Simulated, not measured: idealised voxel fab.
The following process module bears the name voxel wiring stack.
Section shown: cut. Width: 245 nm. Cell size: 5 nm, square.
Cross-section, as written here: a square-cell grid given band by band from the top down, where a band holds one or more rows of cells. Quick guide to a band line: top height, bottom height (nm) up front; then every material left to right with its width in nm. Only one material and it's marked "edge to edge"? Then it fills the band edge to edge. And "air" just means empty space. Height datum 0, below which the as-received substrate wafer is one material. Lowest band open at the bottom, running downward: "z 0 and below". Think of "30..40" as a width that walks from the first number to the second as you go down the band, top row to bottom row, taking equal-sized steps from row to row. "everything unchanged" (step): cross-section cells unchanged, all of them. The label "Closed void inventory" introduces a list of the empty spaces, 8 cells or larger, that have no open way up to the top; each entry in it reads width x height at distance, where the distance is taken from the left edge and all three are stated in nm. It should be noted that, on the line of a given step, the content following the step's settings is a remark produced by the simulator itself with respect to that step. The setting "overlay nm" may be written on the line of a step. When the step uses a mask, the value reports how far to the right of the planned place the mask lay, and a negative value reports that it lay to the left.

So here's the lineup of process steps we planned
step 1: RECEIVE (material Si)
step 2: CONFORMAL_DEP (material SiO2; thk nm 15)
step 3: DIRECTIONAL_DEP (material TiN; thk nm 5)
step 4: DIRECTIONAL_DEP (material W; thk nm 20)
step 5: DIRECTIONAL_DEP (material aC; thk nm 15)
step 6: PATTERN (tone cover; mask id METAL_1; material resist; width nm 20; pitch nm 50; thk nm 35; overlay nm 0)
step 7: DIRECTIONAL_ETCH (etch materials aC; depth nm 15)
step 8: STRIP (etch materials resist)
step 9: DIRECTIONAL_ETCH (etch materials W; depth nm 20)
step 10: DIRECTIONAL_ETCH (etch materials TiN; depth nm 5)
step 11: STRIP (etch materials aC)
step 12: FILL_DEP (material lowk; thk nm 10)
step 13: CMP (height nm 40)
step 14: CONFORMAL_DEP (material SiCN; thk nm 5)
step 15: DIRECTIONAL_DEP (material SiO2; thk nm 15)
step 16: MASKED_ETCH (tone open; mask id PLUG_1; width nm 15; etch materials SiO2; depth nm 15; overlay nm 0)
step 17: MASKED_ETCH (tone open; mask id PLUG_1; width nm 15; etch materials SiCN; depth nm 5; overlay nm 0)
step 18: EPI (material Ru; thk nm 10)
step 19: EPI (material Ru; thk nm 10)
step 20: DIRECTIONAL_DEP (material TiN; thk nm 5)
step 21: DIRECTIONAL_DEP (material Ru; thk nm 20)
step 22: MASKED_ETCH (tone cover; mask id METAL_2; width nm 20; pitch nm 50; etch materials Ru; depth nm 20; overlay nm 0)
step 23: MASKED_ETCH (tone cover; mask id METAL_2; width nm 20; pitch nm 50; etch materials TiN; depth nm 5; overlay nm 0)
step 24: CONFORMAL_DEP (material SiN; thk nm 5)
step 25: FILL_DEP (material lowk; thk nm 10)
step 26: CMP (height nm 85)
step 27: CONFORMAL_DEP (material SiCN; thk nm 5)
step 28: DIRECTIONAL_DEP (material lowk; thk nm 10)
step 29: DIRECTIONAL_DEP (material aC; thk nm 10)
step 30: PATTERN (tone open; mask id PLUG_2; material resist; width nm 15; thk nm 25; overlay nm 0)
step 31: DIRECTIONAL_ETCH (etch materials aC; depth nm 10)
step 32: STRIP (etch materials resist)
step 33: DIRECTIONAL_ETCH (etch materials lowk; depth nm 10)
step 34: DIRECTIONAL_ETCH (etch materials SiCN; depth nm 5)
step 35: STRIP (etch materials aC)
step 36: CONFORMAL_DEP (material TiN; thk nm 5)
step 37: FILL_DEP (material Cu; thk nm 5)
step 38: CMP (height nm 100)
step 39: CONFORMAL_DEP (material SiN; thk nm 5)
step 40: DIRECTIONAL_DEP (material SiO2; thk nm 15)
step 41: PATTERN (tone open; mask id METAL_3; material resist; width nm 20; pitch nm 50; thk nm 20; overlay nm 0)
step 42: DIRECTIONAL_ETCH (etch materials SiO2; depth nm 15)
step 43: DIRECTIONAL_ETCH (etch materials SiN; depth nm 5)
step 44: STRIP (etch materials resist)
step 45: CONFORMAL_DEP (material TiN; thk nm 5)
step 46: FILL_DEP (material W; thk nm 5)
step 47: CMP (height nm 120)
step 48: EPI (material Ru; thk nm 5)
step 49: FILL_DEP (material SiCN; thk nm 5)
step 50: DIRECTIONAL_DEP (material lowk; thk nm 30)
step 51: MASKED_ETCH (tone open; mask id METAL_4_HOLES; width nm 15; pitch nm 50; etch materials lowk; depth nm 30; overlay nm 0)
step 52: PATTERN (tone open; mask id METAL_4; material resist; width nm 20; pitch nm 50; thk nm 20; overlay nm 0)
step 53: DIRECTIONAL_ETCH (etch materials lowk; depth nm 15)
step 54: DIRECTIONAL_ETCH (etch materials SiCN; depth nm 5)
step 55: STRIP (etch materials resist)
step 56: CONFORMAL_DEP (material TiN; thk nm 5)
step 57: FILL_DEP (material Cu; thk nm 5)
step 58: CMP (height nm 160)
step 59: CONFORMAL_DEP (material SiCN; thk nm 5)

As-received state of the wafer in cross-section, equivalent to post-step 1
* z 0 and below = Si edge to edge
* Closed void inventory: none

Sectioned view, first of two wafers, at the close of the module, processed as intended in the plan
* z 165 to 160 = SiCN edge to edge
* z 160 to 150 = 85 nm lowk  5 nm TiN  10 nm Cu  5 nm TiN  30 nm lowk  5 nm TiN  10 nm Cu  5 nm TiN  90 nm lowk
* z 150 to 145 = 85 nm lowk  5 nm TiN  5 nm Cu  10 nm TiN  30 nm lowk  5 nm TiN  5 nm Cu  10 nm TiN  90 nm lowk
* z 145 to 130 = 85 nm lowk  5 nm TiN  5 nm Cu  5 nm TiN  35 nm lowk  5 nm TiN  5 nm Cu  5 nm TiN  95 nm lowk
* z 130 to 125 = 85 nm SiCN  15 nm TiN  35 nm SiCN  15 nm TiN  95 nm SiCN
* z 125 to 120 = 80 nm SiCN  30 nm Ru  20 nm SiCN  30 nm Ru  85 nm SiCN
* z 120 to 105 = 85 nm SiO2  5 nm TiN  10 nm W  5 nm TiN  30 nm SiO2  5 nm TiN  10 nm W  5 nm TiN  90 nm SiO2
* z 105 to 100 = 85 nm SiN  20 nm TiN  30 nm SiN  20 nm TiN  90 nm SiN
* z 100 to 90 = 85 nm lowk  5 nm TiN  5 nm Cu  5 nm TiN  145 nm lowk
* z 90 to 85 = 85 nm SiCN  15 nm TiN  145 nm SiCN
* z 85 to 65 = 80 nm lowk  5 nm SiN  20 nm Ru  5 nm SiN  20 nm lowk  5 nm SiN  20 nm Ru  5 nm SiN  85 nm lowk
* z 65 to 60 = 85 nm SiN  20 nm TiN  30 nm SiN  20 nm TiN  90 nm SiN
* z 60 to 45 = 85 nm SiO2  15 nm Ru  145 nm SiO2
* z 45 to 40 = 85 nm SiCN  15 nm Ru  145 nm SiCN
* z 40 to 20 = 85 nm lowk  20 nm W  30 nm lowk  20 nm W  90 nm lowk
* z 20 to 15 = 85 nm lowk  20 nm TiN  30 nm lowk  20 nm TiN  90 nm lowk
* z 15 to 0 = SiO2 edge to edge
* z 0 and below = Si edge to edge
* Closed void inventory: none

Here is the second of the two wafers cut open at the end of the module - same start, same plan as the first one, but we made one mistake running it
* z 165 to 160 = SiCN edge to edge
* z 160 to 150 = 85 nm lowk  5 nm TiN  10 nm Cu  5 nm TiN  30 nm lowk  5 nm TiN  10 nm Cu  5 nm TiN  90 nm lowk
* z 150 to 145 = 85 nm lowk  5 nm TiN  5 nm Cu  10 nm TiN  30 nm lowk  5 nm TiN  5 nm Cu  10 nm TiN  90 nm lowk
* z 145 to 130 = 85 nm lowk  5 nm TiN  5 nm Cu  5 nm TiN  35 nm lowk  5 nm TiN  5 nm Cu  5 nm TiN  95 nm lowk
* z 130 to 125 = 85 nm SiCN  15 nm TiN  35 nm SiCN  15 nm TiN  95 nm SiCN
* z 125 to 120 = 80 nm SiCN  30 nm Ru  20 nm SiCN  30 nm Ru  85 nm SiCN
* z 120 to 105 = 85 nm SiO2  5 nm TiN  10 nm W  5 nm TiN  30 nm SiO2  5 nm TiN  10 nm W  5 nm TiN  90 nm SiO2
* z 105 to 100 = 85 nm SiN  20 nm TiN  30 nm SiN  20 nm TiN  90 nm SiN
* z 100 to 90 = lowk edge to edge
* z 90 to 85 = 80 nm lowk  30 nm SiN  20 nm lowk  30 nm SiN  85 nm lowk
* z 85 to 65 = 80 nm lowk  5 nm SiN  20 nm Ru  5 nm SiN  20 nm lowk  5 nm SiN  20 nm Ru  5 nm SiN  85 nm lowk
* z 65 to 60 = 85 nm SiN  20 nm TiN  30 nm SiN  20 nm TiN  90 nm SiN
* z 60 to 45 = 85 nm SiO2  15 nm Ru  145 nm SiO2
* z 45 to 40 = 85 nm SiCN  15 nm Ru  145 nm SiCN
* z 40 to 20 = 85 nm lowk  20 nm W  30 nm lowk  20 nm W  90 nm lowk
* z 20 to 15 = 85 nm lowk  20 nm TiN  30 nm lowk  20 nm TiN  90 nm lowk
* z 15 to 0 = SiO2 edge to edge
* z 0 and below = Si edge to edge
* Closed void inventory: none
Misprocessing identified: plan step 26: skipped, not run
Cell-count delta at end, second wafer over first, by material: Cu -2 | SiCN -46 | SiN +12 | TiN -7 | lowk +43
